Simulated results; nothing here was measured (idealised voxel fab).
process module | voxel wiring stack
cross-section cut | 280 nm wide | cells 5 nm
A cross-section is a grid of square cells, given in bands from the top down. A band is one or more rows of cells.
Each band's line starts with the height of the band's top and of its bottom, in nm. Then come its materials from left to right, each with its width in nm. One material with "throughout" fills the band from edge to edge. "air" is empty space.
Height 0 is the level under which the wafer as received is all one material. The lowest band goes on downwards, as in "0 down".
A width such as "30 to 40" changes by the same amount from each row of cells to the next, from the band's top row to its bottom row.
"no change" after a step means that no cell of the cross-section changed.
closed voids: empty space of 8 cells or more with no open way to the top, each as width x height at its distance from the left edge, in nm
after a step's settings: what the simulator itself notes on the step
overlay nm, on a step with a mask: how far to the right of its planned place the mask lay; to the left if negative
plan
1 op RECEIVE | material Si
2 op CONFORMAL_DEP | material SiO2 | thk nm 10
3 op DIRECTIONAL_DEP | material TiN | thk nm 5
4 op DIRECTIONAL_DEP | material W | thk nm 15
5 op MASKED_ETCH | tone cover | mask id METAL_1 | width nm 20 | pitch nm 40 | etch materials W | depth nm 15 | overlay nm 0
6 op MASKED_ETCH | tone cover | mask id METAL_1 | width nm 20 | pitch nm 40 | etch materials TiN | depth nm 5 | overlay nm 0
7 op CONFORMAL_DEP | material SiCN | thk nm 5
8 op FILL_DEP | material lowk | thk nm 5
9 op CMP | height nm 30
10 op CONFORMAL_DEP | material SiCN | thk nm 5
11 op DIRECTIONAL_DEP | material lowk | thk nm 25
12 op DIRECTIONAL_DEP | material aC | thk nm 10
13 op PATTERN | tone open | mask id METAL_2_HOLES | material resist | width nm 15 | pitch nm 80 | thk nm 30 | overlay nm 0
14 op DIRECTIONAL_ETCH | etch materials aC | depth nm 10
15 op STRIP | etch materials resist
16 op DIRECTIONAL_ETCH | etch materials lowk | depth nm 25
17 op STRIP | etch materials aC
18 op PATTERN | tone open | mask id METAL_2 | material resist | width nm 20 | pitch nm 40 | thk nm 15 | overlay nm 0
19 op DIRECTIONAL_ETCH | etch materials lowk | depth nm 15
20 op DIRECTIONAL_ETCH | etch materials SiCN | depth nm 5
21 op STRIP | etch materials resist
22 op CONFORMAL_DEP | material TiN | thk nm 5
23 op FILL_DEP | material Ru | thk nm 10
24 op CMP | height nm 60
25 op CONFORMAL_DEP | material SiCN | thk nm 5
as received, after step 1
  0 down: Si throughout
  closed voids: none
first wafer at the end, as planned
  65 to 60: SiCN throughout
  60 to 50: lowk 70 | TiN 5 | Ru 10 | TiN 5 | lowk 20 | TiN 5 | Ru 10 | TiN 5 | lowk 20 | TiN 5 | Ru 10 | TiN 5 | lowk 20 | TiN 5 | Ru 10 | TiN 5 | lowk 70
  50 to 45: lowk 70 | TiN 5 | Ru 5 | TiN 10 | lowk 20 | TiN 20 | lowk 20 | TiN 5 | Ru 5 | TiN 10 | lowk 20 | TiN 20 | lowk 70
  45 to 35: lowk 70 | TiN 5 | Ru 5 | TiN 5 | lowk 65 | TiN 5 | Ru 5 | TiN 5 | lowk 115
  35 to 30: SiCN 70 | TiN 15 | SiCN 65 | TiN 15 | SiCN 115
  30 to 15: lowk 65 | SiCN 5 | W 20 | SiCN 5 | lowk 10 | SiCN 5 | W 20 | SiCN 5 | lowk 10 | SiCN 5 | W 20 | SiCN 5 | lowk 10 | SiCN 5 | W 20 | SiCN 5 | lowk 65
  15 to 10: SiCN 70 | TiN 20 | SiCN 20 | TiN 20 | SiCN 20 | TiN 20 | SiCN 20 | TiN 20 | SiCN 70
  10 to 0: SiO2 throughout
  0 down: Si throughout
  closed voids: none
second wafer at the end: like start, like plan, one mistake
  65 to 60: SiCN throughout
  60 to 55: lowk 70 | TiN 5 | Ru 5 | TiN 10 | lowk 20 | TiN 20 | lowk 20 | TiN 5 | Ru 5 | TiN 10 | lowk 20 | TiN 20 | lowk 70
  55 to 45: lowk 70 | TiN 5 | Ru 5 | TiN 5 | lowk 65 | TiN 5 | Ru 5 | TiN 5 | lowk 115
  45 to 40: SiCN 70 | TiN 15 | SiCN 65 | TiN 15 | SiCN 115
  40 to 30: SiCN throughout
  30 to 15: lowk 65 | SiCN 5 | W 20 | SiCN 5 | lowk 10 | SiCN 5 | W 20 | SiCN 5 | lowk 10 | SiCN 5 | W 20 | SiCN 5 | lowk 10 | SiCN 5 | W 20 | SiCN 5 | lowk 65
  15 to 10: SiCN 70 | TiN 20 | SiCN 20 | TiN 20 | SiCN 20 | TiN 20 | SiCN 20 | TiN 20 | SiCN 70
  10 to 0: SiO2 throughout
  0 down: Si throughout
  closed voids: none
what went wrong: step 10 ran as: op CONFORMAL_DEP | material SiCN | thk nm 15
at the end the second wafer has, in cells: 16 fewer of Ru | 112 more of SiCN | 16 fewer of TiN | 80 fewer of lowk
